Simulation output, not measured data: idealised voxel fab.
The following is a process module called voxel capacitor over wiring.
Section shown: cut. Width: 155 nm. Cell size: 5 nm, square.
Think of the cross-section as a grid of square cells. We describe it in bands, top to bottom, and each band covers one or more rows of those cells.
Within each band entry, the heights of the top and of the bottom of the band appear first, in that order and in nm; the materials of the band then follow from left to right, each with its corresponding width in nm. The designation "edge to edge" on a single material indicates that it fills the band from edge to edge; the designation "empty" indicates empty space.
Height is counted from the level 0, under which the received wafer is composed throughout of one material. The lowest of the bands is not closed at the bottom but continues downward, in the notation "0..down".
Quick explanation for "30..40": the width changes in equal steps down the rows of cells, from the first number in the band's top row to the second number in its bottom row.
Any step labelled "no modification" changed none of the cells in the cross-section.
If an empty space has no open way to the top and is at least 8 cells in size, "Enclosed voids" lists it, written width x height at distance, where distance is measured from the left edge and every value is in nm.
Step line, after settings: the simulator's comment on this step.
The line of a step may include "overlay nm". On a step with a mask, this value is how far to the right of its planned place the mask lay. A negative value means the mask lay to the left.

[Process steps (planned)]
1,RECEIVE: material Si
2,CONFORMAL_DEP: material SiO2, thk nm 15
3,CONFORMAL_DEP: material SiCN, thk nm 5
4,DIRECTIONAL_DEP: material SiO2, thk nm 25
5,DIRECTIONAL_DEP: material aC, thk nm 10
6,PATTERN: tone open, mask id METAL_1, material resist, width nm 30, pitch nm 95, thk nm 30, overlay nm 0
7,DIRECTIONAL_ETCH: etch materials aC, depth nm 10
8,STRIP: etch materials resist
9,DIRECTIONAL_ETCH: etch materials SiO2, depth nm 25
10,DIRECTIONAL_ETCH: etch materials SiCN, depth nm 5
11,STRIP: etch materials aC
12,CONFORMAL_DEP: material TiN, thk nm 5
13,FILL_DEP: material Cu, thk nm 10
14,CMP: height nm 45
15,CONFORMAL_DEP: material SiCN, thk nm 5
16,DIRECTIONAL_DEP: material SiO2, thk nm 10
17,MASKED_ETCH: tone open, mask id PLUG_1, width nm 15, etch materials SiO2, depth nm 10, overlay nm 0
18,MASKED_ETCH: tone open, mask id PLUG_1, width nm 15, etch materials SiCN, depth nm 5, overlay nm 0
19,CONFORMAL_DEP: material TiN, thk nm 5
20,FILL_DEP: material W, thk nm 10
21,CMP: height nm 60
22,DIRECTIONAL_DEP: material TiN, thk nm 10
23,DIRECTIONAL_DEP: material HfO2, thk nm 5
24,DIRECTIONAL_DEP: material TiN, thk nm 10
25,PATTERN: tone cover, mask id UPPER_PLATE, material resist, width nm 70, thk nm 15, overlay nm 0
26,DIRECTIONAL_ETCH: etch materials TiN, depth nm 10
27,DIRECTIONAL_ETCH: etch materials HfO2, depth nm 5
28,STRIP: etch materials resist
29,DIRECTIONAL_DEP: material aC, thk nm 10
30,PATTERN: tone cover, mask id LOWER_PLATE, material resist, width nm 80, thk nm 25, overlay nm 0
31,DIRECTIONAL_ETCH: etch materials aC, depth nm 10
32,STRIP: etch materials resist
33,DIRECTIONAL_ETCH: etch materials TiN, depth nm 10
34,STRIP: etch materials aC
35,FILL_DEP: material SiO2, thk nm 20
36,CMP: height nm 100
37,MASKED_ETCH: tone open, mask id PLUG_2, width nm 15, etch materials SiO2, depth nm 15, overlay nm 0
38,CONFORMAL_DEP: material TiN, thk nm 5
39,FILL_DEP: material Ru, thk nm 10
40,CMP: height nm 100
41,CONFORMAL_DEP: material SiCN, thk nm 5

[First wafer, two in total, run as planned]

[As-received state of the wafer in cross-section, equivalent to post-step 1]
> 0..down: Si edge to edge
> Enclosed voids: none

[Cross-sectional representation of the wafer at the conclusion of step 2]
> 15..0: SiO2 edge to edge
> At heights below 0, the structure remains unaltered.

[Cross-sectional representation of the wafer at the conclusion of step 3]
> 20..15: SiCN edge to edge
> At heights below 15, the structure remains unaltered.

[Cross-sectional representation of the wafer at the conclusion of step 4]
> 45..20: SiO2 edge to edge
> At heights below 20, the structure remains unaltered.

[Cross-sectional representation of the wafer at the conclusion of step 5]
> 55..45: aC edge to edge
> At heights below 45, the structure remains unaltered.

[Cross-sectional representation of the wafer at the conclusion of step 6]
> 85..55: resist: 15; empty: 30; resist: 65; empty: 30; resist: 15
> At heights below 55, the structure remains unaltered.

[Cross-sectional representation of the wafer at the conclusion of step 7]
> 75..55: resist: 15; empty: 30; resist: 65; empty: 30; resist: 15
> 55..45: aC: 15; empty: 30; aC: 65; empty: 30; aC: 15
> At heights below 45, the structure remains unaltered.

[Cross-sectional representation of the wafer at the conclusion of step 8]
> 55..45: aC: 15; empty: 30; aC: 65; empty: 30; aC: 15
> At heights below 45, the structure remains unaltered.

[Cross-sectional representation of the wafer at the conclusion of step 9]
> 55..45: aC: 15; empty: 30; aC: 65; empty: 30; aC: 15
> 45..20: SiO2: 15; empty: 30; SiO2: 65; empty: 30; SiO2: 15
> At heights below 20, the structure remains unaltered.

[Cross-sectional representation of the wafer at the conclusion of step 10]
> 55..45: aC: 15; empty: 30; aC: 65; empty: 30; aC: 15
> 45..20: SiO2: 15; empty: 30; SiO2: 65; empty: 30; SiO2: 15
> 20..15: SiCN: 15; empty: 30; SiCN: 65; empty: 30; SiCN: 15
> At heights below 15, the structure remains unaltered.

[Cross-sectional representation of the wafer at the conclusion of step 11]
> 45..20: SiO2: 15; empty: 30; SiO2: 65; empty: 30; SiO2: 15
> At heights below 20, the structure remains unaltered.

[Cross-sectional representation of the wafer at the conclusion of step 12]
> 50..45: TiN: 20; empty: 20; TiN: 75; empty: 20; TiN: 20
> 45..20: SiO2: 15; TiN: 5; empty: 20; TiN: 5; SiO2: 65; TiN: 5; empty: 20; TiN: 5; SiO2: 15
> 20..15: SiCN: 15; TiN: 30; SiCN: 65; TiN: 30; SiCN: 15
> At heights below 15, the structure remains unaltered.

[Cross-sectional representation of the wafer at the conclusion of step 13]
> 60..50: Cu edge to edge
> 50..45: TiN: 20; Cu: 20; TiN: 75; Cu: 20; TiN: 20
> 45..20: SiO2: 15; TiN: 5; Cu: 20; TiN: 5; SiO2: 65; TiN: 5; Cu: 20; TiN: 5; SiO2: 15
> At heights below 20, the structure remains unaltered.

[Cross-sectional representation of the wafer at the conclusion of step 14]
> 45..20: SiO2: 15; TiN: 5; Cu: 20; TiN: 5; SiO2: 65; TiN: 5; Cu: 20; TiN: 5; SiO2: 15
> At heights below 20, the structure remains unaltered.

[Cross-sectional representation of the wafer at the conclusion of step 15]
> 50..45: SiCN edge to edge
> At heights below 45, the structure remains unaltered.

[Cross-sectional representation of the wafer at the conclusion of step 16]
> 60..50: SiO2 edge to edge
> At heights below 50, the structure remains unaltered.

[Cross-sectional representation of the wafer at the conclusion of step 17]
> 60..50: SiO2: 30; empty: 15; SiO2: 110
> At heights below 50, the structure remains unaltered.

[Cross-sectional representation of the wafer at the conclusion of step 18]
> 60..50: SiO2: 30; empty: 15; SiO2: 110
> 50..45: SiCN: 30; empty: 15; SiCN: 110
> At heights below 45, the structure remains unaltered.

[Cross-sectional representation of the wafer at the conclusion of step 19]
> 65..60: TiN: 35; empty: 5; TiN: 115
> 60..50: SiO2: 30; TiN: 5; empty: 5; TiN: 5; SiO2: 110
> 50..45: SiCN: 30; TiN: 15; SiCN: 110
> At heights below 45, the structure remains unaltered.

[Cross-sectional representation of the wafer at the conclusion of step 20]
> 75..65: W edge to edge
> 65..60: TiN: 35; W: 5; TiN: 115
> 60..50: SiO2: 30; TiN: 5; W: 5; TiN: 5; SiO2: 110
> At heights below 50, the structure remains unaltered.

[Cross-sectional representation of the wafer at the conclusion of step 21]
> 60..50: SiO2: 30; TiN: 5; W: 5; TiN: 5; SiO2: 110
> At heights below 50, the structure remains unaltered.

[Cross-sectional representation of the wafer at the conclusion of step 22]
> 70..60: TiN edge to edge
> At heights below 60, the structure remains unaltered.

[Cross-sectional representation of the wafer at the conclusion of step 23]
> 75..70: HfO2 edge to edge
> At heights below 70, the structure remains unaltered.

[Cross-sectional representation of the wafer at the conclusion of step 24]
> 85..75: TiN edge to edge
> At heights below 75, the structure remains unaltered.

[Cross-sectional representation of the wafer at the conclusion of step 25]
> 100..85: empty: 30; resist: 70; empty: 55
> At heights below 85, the structure remains unaltered.

[Cross-sectional representation of the wafer at the conclusion of step 26]
> 100..85: empty: 30; resist: 70; empty: 55
> 85..75: empty: 30; TiN: 70; empty: 55
> At heights below 75, the structure remains unaltered.

[Cross-sectional representation of the wafer at the conclusion of step 27]
> 100..85: empty: 30; resist: 70; empty: 55
> 85..75: empty: 30; TiN: 70; empty: 55
> 75..70: empty: 30; HfO2: 70; empty: 55
> At heights below 70, the structure remains unaltered.

[Cross-sectional representation of the wafer at the conclusion of step 28]
> 85..75: empty: 30; TiN: 70; empty: 55
> At heights below 75, the structure remains unaltered.

[Cross-sectional representation of the wafer at the conclusion of step 29]
> 95..85: empty: 30; aC: 70; empty: 55
> 85..80: empty: 30; TiN: 70; empty: 55
> 80..75: aC: 30; TiN: 70; aC: 55
> 75..70: aC: 30; HfO2: 70; aC: 55
> At heights below 70, the structure remains unaltered.

[Cross-sectional representation of the wafer at the conclusion of step 30]
> 120..95: empty: 25; resist: 80; empty: 50
> 95..85: empty: 25; resist: 5; aC: 70; resist: 5; empty: 50
> 85..80: empty: 25; resist: 5; TiN: 70; resist: 5; empty: 50
> At heights below 80, the structure remains unaltered.

[Cross-sectional representation of the wafer at the conclusion of step 31]
> 110..95: empty: 25; resist: 80; empty: 50
> 95..85: empty: 25; resist: 5; aC: 70; resist: 5; empty: 50
> 85..80: empty: 25; resist: 5; TiN: 70; resist: 5; empty: 50
> 80..75: empty: 25; aC: 5; TiN: 70; aC: 5; empty: 50
> 75..70: empty: 25; aC: 5; HfO2: 70; aC: 5; empty: 50
> At heights below 70, the structure remains unaltered.

[Cross-sectional representation of the wafer at the conclusion of step 32]
> 95..85: empty: 30; aC: 70; empty: 55
> 85..80: empty: 30; TiN: 70; empty: 55
> At heights below 80, the structure remains unaltered.

[Cross-sectional representation of the wafer at the conclusion of step 33]
> 95..85: empty: 30; aC: 70; empty: 55
> 85..80: empty: 30; TiN: 70; empty: 55
> 80..75: empty: 25; aC: 5; TiN: 70; aC: 5; empty: 50
> 75..70: empty: 25; aC: 5; HfO2: 70; aC: 5; empty: 50
> 70..60: empty: 25; TiN: 80; empty: 50
> At heights below 60, the structure remains unaltered.

[Cross-sectional representation of the wafer at the conclusion of step 34]
> 85..75: empty: 30; TiN: 70; empty: 55
> 75..70: empty: 30; HfO2: 70; empty: 55
> At heights below 70, the structure remains unaltered.

[Cross-sectional representation of the wafer at the conclusion of step 35]
> 105..85: SiO2 edge to edge
> 85..75: SiO2: 30; TiN: 70; SiO2: 55
> 75..70: SiO2: 30; HfO2: 70; SiO2: 55
> 70..60: SiO2: 25; TiN: 80; SiO2: 50
> At heights below 60, the structure remains unaltered.

[Cross-sectional representation of the wafer at the conclusion of step 36]
> 100..85: SiO2 edge to edge
> At heights below 85, the structure remains unaltered.

[Cross-sectional representation of the wafer at the conclusion of step 37]
> 100..85: SiO2: 40; empty: 15; SiO2: 100
> At heights below 85, the structure remains unaltered.

[Cross-sectional representation of the wafer at the conclusion of step 38]
> 105..100: TiN: 45; empty: 5; TiN: 105
> 100..90: SiO2: 40; TiN: 5; empty: 5; TiN: 5; SiO2: 100
> 90..85: SiO2: 40; TiN: 15; SiO2: 100
> At heights below 85, the structure remains unaltered.

[Cross-sectional representation of the wafer at the conclusion of step 39]
> 115..105: Ru edge to edge
> 105..100: TiN: 45; Ru: 5; TiN: 105
> 100..90: SiO2: 40; TiN: 5; Ru: 5; TiN: 5; SiO2: 100
> At heights below 90, the structure remains unaltered.

[Cross-sectional representation of the wafer at the conclusion of step 40]
> 100..90: SiO2: 40; TiN: 5; Ru: 5; TiN: 5; SiO2: 100
> At heights below 90, the structure remains unaltered.

[Cross-sectional representation of the wafer at the conclusion of step 41]
> 105..100: SiCN edge to edge
> At heights below 100, the structure remains unaltered.

[Wafer two. Same start, same plan, one slip in execution. Same as wafer one through step 20, inclusive]

[Second wafer, cut view, end of step 21 per plan]
> 55..50: SiO2: 30; TiN: 5; W: 5; TiN: 5; SiO2: 110
> At heights below 50, the structure remains unaltered.

[Second wafer, cut view, end of step 22 per plan]
> 65..55: TiN edge to edge
> At heights below 55, the structure remains unaltered.

[Second wafer, cut view, end of step 23 per plan]
> 70..65: HfO2 edge to edge
> At heights below 65, the structure remains unaltered.

[Second wafer, cut view, end of step 24 per plan]
> 80..70: TiN edge to edge
> At heights below 70, the structure remains unaltered.

[Second wafer, cut view, end of step 25 per plan]
> 95..80: empty: 30; resist: 70; empty: 55
> At heights below 80, the structure remains unaltered.

[Second wafer, cut view, end of step 26 per plan]
> 95..80: empty: 30; resist: 70; empty: 55
> 80..70: empty: 30; TiN: 70; empty: 55
> At heights below 70, the structure remains unaltered.

[Second wafer, cut view, end of step 27 per plan]
> 95..80: empty: 30; resist: 70; empty: 55
> 80..70: empty: 30; TiN: 70; empty: 55
> 70..65: empty: 30; HfO2: 70; empty: 55
> At heights below 65, the structure remains unaltered.

[Second wafer, cut view, end of step 28 per plan]
> 80..70: empty: 30; TiN: 70; empty: 55
> At heights below 70, the structure remains unaltered.

[Second wafer, cut view, end of step 29 per plan]
> 90..80: empty: 30; aC: 70; empty: 55
> 80..75: empty: 30; TiN: 70; empty: 55
> 75..70: aC: 30; TiN: 70; aC: 55
> 70..65: aC: 30; HfO2: 70; aC: 55
> At heights below 65, the structure remains unaltered.

[Second wafer, cut view, end of step 30 per plan]
> 115..90: empty: 25; resist: 80; empty: 50
> 90..80: empty: 25; resist: 5; aC: 70; resist: 5; empty: 50
> 80..75: empty: 25; resist: 5; TiN: 70; resist: 5; empty: 50
> At heights below 75, the structure remains unaltered.

[Second wafer, cut view, end of step 31 per plan]
> 105..90: empty: 25; resist: 80; empty: 50
> 90..80: empty: 25; resist: 5; aC: 70; resist: 5; empty: 50
> 80..75: empty: 25; resist: 5; TiN: 70; resist: 5; empty: 50
> 75..70: empty: 25; aC: 5; TiN: 70; aC: 5; empty: 50
> 70..65: empty: 25; aC: 5; HfO2: 70; aC: 5; empty: 50
> At heights below 65, the structure remains unaltered.

[Second wafer, cut view, end of step 32 per plan]
> 90..80: empty: 30; aC: 70; empty: 55
> 80..75: empty: 30; TiN: 70; empty: 55
> At heights below 75, the structure remains unaltered.

[Second wafer, cut view, end of step 33 per plan]
> 90..80: empty: 30; aC: 70; empty: 55
> 80..75: empty: 30; TiN: 70; empty: 55
> 75..70: empty: 25; aC: 5; TiN: 70; aC: 5; empty: 50
> 70..65: empty: 25; aC: 5; HfO2: 70; aC: 5; empty: 50
> 65..55: empty: 25; TiN: 80; empty: 50
> At heights below 55, the structure remains unaltered.

[Second wafer, cut view, end of step 34 per plan]
> 80..70: empty: 30; TiN: 70; empty: 55
> 70..65: empty: 30; HfO2: 70; empty: 55
> At heights below 65, the structure remains unaltered.

[Second wafer, cut view, end of step 35 per plan]
> 100..80: SiO2 edge to edge
> 80..70: SiO2: 30; TiN: 70; SiO2: 55
> 70..65: SiO2: 30; HfO2: 70; SiO2: 55
> 65..55: SiO2: 25; TiN: 80; SiO2: 50
> At heights below 55, the structure remains unaltered.

Second wafer, cut view, end of step 36 per plan: no modification

[Second wafer, cut view, end of step 37 per plan]
> 100..85: SiO2: 40; empty: 15; SiO2: 100
> At heights below 85, the structure remains unaltered.

[Second wafer, cut view, end of step 38 per plan]
> 105..100: TiN: 45; empty: 5; TiN: 105
> 100..90: SiO2: 40; TiN: 5; empty: 5; TiN: 5; SiO2: 100
> 90..85: SiO2: 40; TiN: 15; SiO2: 100
> At heights below 85, the structure remains unaltered.

[Second wafer, cut view, end of step 39 per plan]
> 115..105: Ru edge to edge
> 105..100: TiN: 45; Ru: 5; TiN: 105
> 100..90: SiO2: 40; TiN: 5; Ru: 5; TiN: 5; SiO2: 100
> At heights below 90, the structure remains unaltered.

[Second wafer, cut view, end of step 40 per plan]
> 100..90: SiO2: 40; TiN: 5; Ru: 5; TiN: 5; SiO2: 100
> At heights below 90, the structure remains unaltered.

[Second wafer, cut view, end of step 41 per plan]
> 105..100: SiCN edge to edge
> At heights below 100, the structure remains unaltered.
Run error: heads up, step 21 didn't go per plan, it actually ran as CMP: height nm 55
The second wafer ends with more or fewer cells of some materials than the first, per final count: SiO2: 3 more, TiN: 2 fewer, W: 1 fewer
